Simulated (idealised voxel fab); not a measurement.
voxel self aligned vias: a process module
This is section cut - it's 265 nm across, gridded in 5 nm square cells.
Each cross-section below is a grid of square cells, stated as bands in top-down order, with one or more rows of cells making up each band.
Within each band entry, the heights of the top and of the bottom of the band appear first, in that order and in nm; the materials of the band then follow from left to right, each with its corresponding width in nm. The designation "throughout" on a single material indicates that it fills the band from edge to edge; the designation "blank" indicates empty space.
All heights in this document are referenced to 0, defined as the level beneath which the wafer, as received, consists entirely of one material. The lowest band is not bounded below; it extends indefinitely downward and is written in the form "z 0 and below".
Quick explanation for "30..40": the width changes in equal steps down the rows of cells, from the first number in the band's top row to the second number in its bottom row.
It should be understood that the words "everything unchanged", when stated for a given step, signify that the cross-section underwent no change in any of its cells during that step.
Entry "Fully sealed voids" = empty spaces >= 8 cells with no open way to the top; each as width x height at distance, distance from left edge, all nm.
On a step's line, text after the settings is the simulator commenting on that step.
overlay nm: step with mask; distance mask lay right of planned place; negative value = left of planned place.

-- Intended process steps
- 1: op RECEIVE | material Si
- 2: op CONFORMAL_DEP | material SiO2 | thk nm 15
- 3: op CONFORMAL_DEP | material SiCN | thk nm 5
- 4: op DIRECTIONAL_DEP | material SiO2 | thk nm 30
- 5: op MASKED_ETCH | tone open | mask id LINES | width nm 25 | pitch nm 60 | etch materials SiO2 | depth nm 30 | overlay nm 0
- 6: op CONFORMAL_DEP | material TiN | thk nm 5
- 7: op FILL_DEP | material W | thk nm 5
- 8: op CMP | height nm 50
- 9: op SELECTIVE_ETCH | etch materials W Ru TiN | depth nm 10
- 10: op FILL_DEP | material SiN | thk nm 10
- 11: op CMP | height nm 50
- 12: op DIRECTIONAL_DEP | material SiO2 | thk nm 15
- 13: op MASKED_ETCH | tone open | mask id VIAS | width nm 45 | pitch nm 60 | etch materials SiO2 | depth nm 15 | overlay nm 0
- 14: op MASKED_ETCH | tone open | mask id VIAS | width nm 45 | pitch nm 60 | etch materials SiN | depth nm 5 | overlay nm 0
- 15: op CONFORMAL_DEP | material TiN | thk nm 5
- 16: op FILL_DEP | material Ru | thk nm 5
- 17: op CMP | height nm 65
- 18: op CONFORMAL_DEP | material SiCN | thk nm 5
For clarity, it should be stated that the wafers under discussion commence in an identical condition and differ with respect to the depth nm of step 14, the plan indicating the value that the first wafer had.

-- First of several wafers (as received, post step 1), cross-sectional view
z 0 and below: Si throughout
Fully sealed voids: none

-- The rows of the table below are wafers. Looking at the end of the module, a row counts, for every material, the cells the wafer has gained, shown as (+), or lost, shown as (-), since it was received; its closed voids come next
depth nm 5, +51 Ru, +106 SiCN, +15 SiN, +465 SiO2, +78 TiN, +27 W, Fully sealed voids: none
depth nm 10, +60 Ru, +106 SiCN, +465 SiO2, +84 TiN, +27 W, Fully sealed voids: none
depth nm 15, +60 Ru, +106 SiCN, +465 SiO2, +84 TiN, +27 W, Fully sealed voids: none
depth nm 20, +60 Ru, +106 SiCN, +465 SiO2, +84 TiN, +27 W, Fully sealed voids: none
depth nm 25, +60 Ru, +106 SiCN, +465 SiO2, +84 TiN, +27 W, Fully sealed voids: none
